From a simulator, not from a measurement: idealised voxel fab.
Process module name: voxel wiring stack
The width of the displayed cross-section, cut, is 195 nm; its cells are square, with a size of 5 nm.
If you're reading a cross-section in this doc, picture square cells in a grid; it comes to you as bands, top ones listed first down to the bottom, and a band can be one or more rows of cells. For a band, the entry starts with two heights in nm, that of the top and then that of the bottom, and carries on with the band's materials in order from left to right, each alongside its width in nm; the word "full width" beside a single material means it fills the band edge to edge, and "blank" means empty space. Height is counted from the level 0, under which the received wafer is composed throughout of one material. The lowest of the bands is not closed at the bottom but continues downward, in the notation "0..down". You'd read "30->40" like this: the band's top row of cells is as wide as the first number, its bottom row is as wide as the second, and going down, every row changes width by the same amount as the row before did. You'll sometimes find "nothing changed" written for a step, and that's the way of saying that nowhere in the cross-section did a cell change during that step. In "Unvented internal voids" the enclosed voids are listed, meaning empty spaces of 8 cells or larger without any opening to the top. The form is width x height at distance, distance from the left edge, units nm. Step line, after settings: the simulator's comment on this step. Among the settings permitted on a step's line is "overlay nm"; applied to a step with a mask, it specifies the extent to which the mask lay to the right of its planned position, whereas a negative figure signifies a position to the left.
Here's what the planned process steps look like:
1,RECEIVE [material Si]
2,CONFORMAL_DEP [material SiO2] [thk nm 10]
3,CONFORMAL_DEP [material SiCN] [thk nm 5]
4,DIRECTIONAL_DEP [material lowk] [thk nm 20]
5,MASKED_ETCH [tone open] [mask id METAL_1] [width nm 25] [pitch nm 45] [etch materials lowk] [depth nm 20] [overlay nm 0]
6,MASKED_ETCH [tone open] [mask id METAL_1] [width nm 25] [pitch nm 45] [etch materials SiCN] [depth nm 5] [overlay nm -15]
7,CONFORMAL_DEP [material TiN] [thk nm 5]
8,FILL_DEP [material Ru] [thk nm 5]
9,CMP [height nm 35]
10,CONFORMAL_DEP [material SiCN] [thk nm 5]
11,DIRECTIONAL_DEP [material SiO2] [thk nm 35]
12,MASKED_ETCH [tone open] [mask id METAL_2_HOLES] [width nm 15] [pitch nm 45] [etch materials SiO2] [depth nm 35] [overlay nm 0]
13,DIRECTIONAL_DEP [material aC] [thk nm 15]
14,PATTERN [tone open] [mask id METAL_2] [material resist] [width nm 25] [pitch nm 45] [thk nm 30] [overlay nm 0]
15,DIRECTIONAL_ETCH [etch materials aC] [depth nm 15]
16,STRIP [etch materials resist]
17,DIRECTIONAL_ETCH [etch materials SiO2] [depth nm 20]
18,DIRECTIONAL_ETCH [etch materials SiCN] [depth nm 5]
19,STRIP [etch materials aC]
20,CONFORMAL_DEP [material TiN] [thk nm 5]
21,FILL_DEP [material Cu] [thk nm 5]
22,CMP [height nm 75]
23,CONFORMAL_DEP [material SiCN] [thk nm 5]
24,DIRECTIONAL_DEP [material SiO2] [thk nm 10]
25,DIRECTIONAL_DEP [material aC] [thk nm 10]
26,PATTERN [tone open] [mask id PLUG_2] [material resist] [width nm 15] [pitch nm 90] [thk nm 25] [overlay nm 0]
27,DIRECTIONAL_ETCH [etch materials aC] [depth nm 10]
28,STRIP [etch materials resist]
29,DIRECTIONAL_ETCH [etch materials SiO2] [depth nm 10]
30,DIRECTIONAL_ETCH [etch materials SiCN] [depth nm 5]
31,STRIP [etch materials aC]
32,CONFORMAL_DEP [material TiN] [thk nm 5]
33,FILL_DEP [material Cu] [thk nm 5]
34,CMP [height nm 90]
35,DIRECTIONAL_DEP [material TiN] [thk nm 5]
36,DIRECTIONAL_DEP [material W] [thk nm 20]
37,MASKED_ETCH [tone cover] [mask id METAL_3] [width nm 25] [pitch nm 45] [etch materials W] [depth nm 20] [overlay nm 0]
38,MASKED_ETCH [tone cover] [mask id METAL_3] [width nm 25] [pitch nm 45] [etch materials TiN] [depth nm 5] [overlay nm 0]
39,CONFORMAL_DEP [material SiCN] [thk nm 5]
40,FILL_DEP [material SiO2] [thk nm 10]
41,CMP [height nm 115]
42,CONFORMAL_DEP [material SiN] [thk nm 5]
Across this set of wafers, the varied parameter is the overlay nm of step 6. Starting conditions are identical for every wafer, and the plan reports the value assigned to the first wafer.
Cross-section: the first of several wafers in its as-received state, i.e. following step 1:
  0..down: Si full width
  Unvented internal voids: none
Where each wafer stands at the end of the module, a row apiece: cells of each material gained (+) or lost (-) since it was received, then closed voids:
overlay nm -15; +43 Cu; +27 Ru; +144 SiCN; +39 SiN; +402 SiO2; +125 TiN; +60 W; +96 lowk; Unvented internal voids: none
overlay nm -10; +43 Cu; +30 Ru; +141 SiCN; +39 SiN; +402 SiO2; +125 TiN; +60 W; +96 lowk; Unvented internal voids: none
overlay nm -5; +43 Cu; +33 Ru; +138 SiCN; +39 SiN; +402 SiO2; +125 TiN; +60 W; +96 lowk; Unvented internal voids: none
overlay nm 0; +43 Cu; +36 Ru; +135 SiCN; +39 SiN; +402 SiO2; +125 TiN; +60 W; +96 lowk; Unvented internal voids: none
overlay nm 5; +43 Cu; +33 Ru; +138 SiCN; +39 SiN; +402 SiO2; +125 TiN; +60 W; +96 lowk; Unvented internal voids: none
overlay nm 10; +43 Cu; +30 Ru; +141 SiCN; +39 SiN; +402 SiO2; +125 TiN; +60 W; +96 lowk; Unvented internal voids: none
overlay nm 15; +43 Cu; +27 Ru; +144 SiCN; +39 SiN; +402 SiO2; +125 TiN; +60 W; +96 lowk; Unvented internal voids: none
